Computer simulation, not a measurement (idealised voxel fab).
Process module in this document: voxel self aligned vias
In the cross-section labelled cut, the width is 180 nm and each square cell is 5 nm.
Just so we're on the same page, the cross-sections are grids of square cells, and they're listed out in bands top to bottom, each band one or more rows deep. Band: top and bottom heights (nm) first, top before bottom; then materials from left to right, widths in nm. "all across" marks a sole material filling the band edge to edge. "air" denotes empty space. Height is counted from the level 0, under which the received wafer is composed throughout of one material. The lowest of the bands is not closed at the bottom but continues downward, in the notation "0 nm and below". Width spec "30..40" -> top row of cells at first value, bottom row at second value, equal per-row change in between. What does "all unchanged" mean for a step? It means no cell of the cross-section changed in that step. The entry titled "Sealed cavities" provides the empty spaces that have no open way to the top, restricted to those of 8 cells or more. Each is presented as width x height at distance, the distance being measured from the left edge, with all three in nm. Anything after a step's settings on that line? It's the simulator's own note about the step. overlay nm: mask offset rightward from planned place, masked step; negative means leftward offset.

# plan
1,RECEIVE [material Si]
2,CONFORMAL_DEP [material SiO2] [thk nm 15]
3,CONFORMAL_DEP [material SiCN] [thk nm 5]
4,DIRECTIONAL_DEP [material lowk] [thk nm 25]
5,DIRECTIONAL_DEP [material aC] [thk nm 10]
6,PATTERN [tone open] [mask id LINES] [material resist] [width nm 15] [pitch nm 55] [thk nm 25] [overlay nm 0]
7,DIRECTIONAL_ETCH [etch materials aC] [depth nm 10]
8,STRIP [etch materials resist]
9,DIRECTIONAL_ETCH [etch materials lowk] [depth nm 25]
10,STRIP [etch materials aC]
11,CONFORMAL_DEP [material TiN] [thk nm 5]
12,FILL_DEP [material Ru] [thk nm 5]
13,CMP [height nm 45]
14,SELECTIVE_ETCH [etch materials W Ru TiN] [depth nm 5]
15,FILL_DEP [material SiN] [thk nm 10]
16,CMP [height nm 45]
17,DIRECTIONAL_DEP [material lowk] [thk nm 15]
18,PATTERN [tone open] [mask id VIAS] [material resist] [width nm 40] [pitch nm 55] [thk nm 15] [overlay nm 0]
19,DIRECTIONAL_ETCH [etch materials lowk] [depth nm 15]
20,DIRECTIONAL_ETCH [etch materials SiN] [depth nm 5]
21,STRIP [etch materials resist]
22,CONFORMAL_DEP [material TiN] [thk nm 5]
23,FILL_DEP [material W] [thk nm 10]
24,CMP [height nm 60]
25,CONFORMAL_DEP [material SiN] [thk nm 5]
Variable across wafers: step 6 width nm (plan value is that of the first wafer; starting state common to all).

# First of several wafers (as received, post step 1), cross-sectional view
- 0 nm and below = Si all across
- Sealed cavities: none

# End of module: cross-section of the first of several wafers after step 25, the last step
- 65 nm to 60 nm = SiN all across
- 60 nm to 50 nm = 15 nm lowk; 5 nm TiN; 30 nm W; 5 nm TiN; 15 nm lowk; 5 nm TiN; 30 nm W; 5 nm TiN; 15 nm lowk; 5 nm TiN; 30 nm W; 5 nm TiN; 15 nm lowk
- 50 nm to 45 nm = 15 nm lowk; 20 nm TiN; 5 nm W; 15 nm TiN; 15 nm lowk; 20 nm TiN; 5 nm W; 15 nm TiN; 15 nm lowk; 20 nm TiN; 5 nm W; 15 nm TiN; 15 nm lowk
- 45 nm to 40 nm = 30 nm lowk; 15 nm TiN; 40 nm lowk; 15 nm TiN; 40 nm lowk; 15 nm TiN; 25 nm lowk
- 40 nm to 25 nm = 30 nm lowk; 5 nm TiN; 5 nm Ru; 5 nm TiN; 40 nm lowk; 5 nm TiN; 5 nm Ru; 5 nm TiN; 40 nm lowk; 5 nm TiN; 5 nm Ru; 5 nm TiN; 25 nm lowk
- 25 nm to 20 nm = 30 nm lowk; 15 nm TiN; 40 nm lowk; 15 nm TiN; 40 nm lowk; 15 nm TiN; 25 nm lowk
- 20 nm to 15 nm = SiCN all across
- 15 nm to 0 nm = SiO2 all across
- 0 nm and below = Si all across
- Sealed cavities: none

# Cross-sectional view, end of module, last wafer of several
- 65 nm to 60 nm = SiN all across
- 60 nm to 50 nm = 15 nm lowk; 5 nm TiN; 30 nm W; 5 nm TiN; 15 nm lowk; 5 nm TiN; 30 nm W; 5 nm TiN; 15 nm lowk; 5 nm TiN; 30 nm W; 5 nm TiN; 15 nm lowk
- 50 nm to 45 nm = 15 nm lowk; 10 nm TiN; 25 nm W; 5 nm TiN; 15 nm lowk; 10 nm TiN; 25 nm W; 5 nm TiN; 15 nm lowk; 10 nm TiN; 25 nm W; 5 nm TiN; 15 nm lowk
- 45 nm to 40 nm = 20 nm lowk; 35 nm TiN; 20 nm lowk; 35 nm TiN; 20 nm lowk; 35 nm TiN; 15 nm lowk
- 40 nm to 25 nm = 20 nm lowk; 5 nm TiN; 25 nm Ru; 5 nm TiN; 20 nm lowk; 5 nm TiN; 25 nm Ru; 5 nm TiN; 20 nm lowk; 5 nm TiN; 25 nm Ru; 5 nm TiN; 15 nm lowk
- 25 nm to 20 nm = 20 nm lowk; 35 nm TiN; 20 nm lowk; 35 nm TiN; 20 nm lowk; 35 nm TiN; 15 nm lowk
- 20 nm to 15 nm = SiCN all across
- 15 nm to 0 nm = SiO2 all across
- 0 nm and below = Si all across
- Sealed cavities: none

# Where each wafer stands at the end of the module, a row apiece: cells of each material gained (+) or lost (-) since it was received, then closed voids
width nm 15; +9 Ru; +36 SiCN; +36 SiN; +108 SiO2; +69 TiN; +39 W; +171 lowk; Sealed cavities: none
width nm 20; +18 Ru; +36 SiCN; +36 SiN; +108 SiO2; +72 TiN; +42 W; +156 lowk; Sealed cavities: none
width nm 25; +27 Ru; +36 SiCN; +36 SiN; +108 SiO2; +75 TiN; +45 W; +141 lowk; Sealed cavities: none
width nm 30; +36 Ru; +36 SiCN; +36 SiN; +108 SiO2; +78 TiN; +48 W; +126 lowk; Sealed cavities: none
width nm 35; +45 Ru; +36 SiCN; +36 SiN; +108 SiO2; +81 TiN; +51 W; +111 lowk; Sealed cavities: none
